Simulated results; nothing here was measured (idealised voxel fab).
process module | voxel trench capacitor
cross-section cut | 255 nm wide | cells 5 nm
A cross-section is a grid of square cells, given in bands from the top down. A band is one or more rows of cells.
Each band's line starts with the height of the band's top and of its bottom, in nm. Then come its materials from left to right, each with its width in nm. One material with "throughout" fills the band from edge to edge. "air" is empty space.
Height 0 is the level under which the wafer as received is all one material. The lowest band goes on downwards, as in "0 down".
A width such as "30 to 40" changes by the same amount from each row of cells to the next, from the band's top row to its bottom row.
"no change" after a step means that no cell of the cross-section changed.
closed voids: empty space of 8 cells or more with no open way to the top, each as width x height at its distance from the left edge, in nm
after a step's settings: what the simulator itself notes on the step
overlay nm, on a step with a mask: how far to the right of its planned place the mask lay; to the left if negative
plan
1 op RECEIVE | material Si
2 op CONFORMAL_DEP | material SiN | thk nm 5
3 op PATTERN | tone open | mask id TRENCH | material resist | width nm 15 | pitch nm 40 | thk nm 15 | overlay nm 0
4 op DIRECTIONAL_ETCH | etch materials SiN | depth nm 5
5 op DIRECTIONAL_ETCH | etch materials Si | depth nm 35
6 op STRIP | etch materials resist
7 op CONFORMAL_DEP | material Al2O3 | thk nm 5
8 op FILL_DEP | material polySi | thk nm 5
9 op CMP | height nm 5
varied across the wafers: width nm of step 3. The plan shows the first wafer's value. All wafers start alike
first wafer as received, after step 1
  0 down: Si throughout
  closed voids: none
first wafer at the end, after step 9
  5 to 0: SiN 60 | Al2O3 5 | polySi 5 | Al2O3 5 | SiN 25 | Al2O3 5 | polySi 5 | Al2O3 5 | SiN 25 | Al2O3 5 | polySi 5 | Al2O3 5 | SiN 25 | Al2O3 5 | polySi 5 | Al2O3 5 | SiN 60
  0 to -30: Si 60 | Al2O3 5 | polySi 5 | Al2O3 5 | Si 25 | Al2O3 5 | polySi 5 | Al2O3 5 | Si 25 | Al2O3 5 | polySi 5 | Al2O3 5 | Si 25 | Al2O3 5 | polySi 5 | Al2O3 5 | Si 60
  -30 to -35: Si 60 | Al2O3 15 | Si 25 | Al2O3 15 | Si 25 | Al2O3 15 | Si 25 | Al2O3 15 | Si 60
  -35 down: Si throughout
  closed voids: none
last wafer at the end
  5 to 0: SiN 55 | Al2O3 5 | polySi 15 | Al2O3 5 | SiN 15 | Al2O3 5 | polySi 15 | Al2O3 5 | SiN 15 | Al2O3 5 | polySi 15 | Al2O3 5 | SiN 15 | Al2O3 5 | polySi 15 | Al2O3 5 | SiN 55
  0 to -30: Si 55 | Al2O3 5 | polySi 15 | Al2O3 5 | Si 15 | Al2O3 5 | polySi 15 | Al2O3 5 | Si 15 | Al2O3 5 | polySi 15 | Al2O3 5 | Si 15 | Al2O3 5 | polySi 15 | Al2O3 5 | Si 55
  -30 to -35: Si 55 | Al2O3 25 | Si 15 | Al2O3 25 | Si 15 | Al2O3 25 | Si 15 | Al2O3 25 | Si 55
  -35 down: Si throughout
  closed voids: none
each wafer at the end: cells of each material gained (+) or lost (-) since it was received, then its closed voids
width nm 15 | +68 Al2O3 | -84 Si | +39 SiN | +28 polySi | closed voids: none
width nm 20 | +72 Al2O3 | -112 Si | +35 SiN | +56 polySi | closed voids: none
width nm 25 | +76 Al2O3 | -140 Si | +31 SiN | +84 polySi | closed voids: none
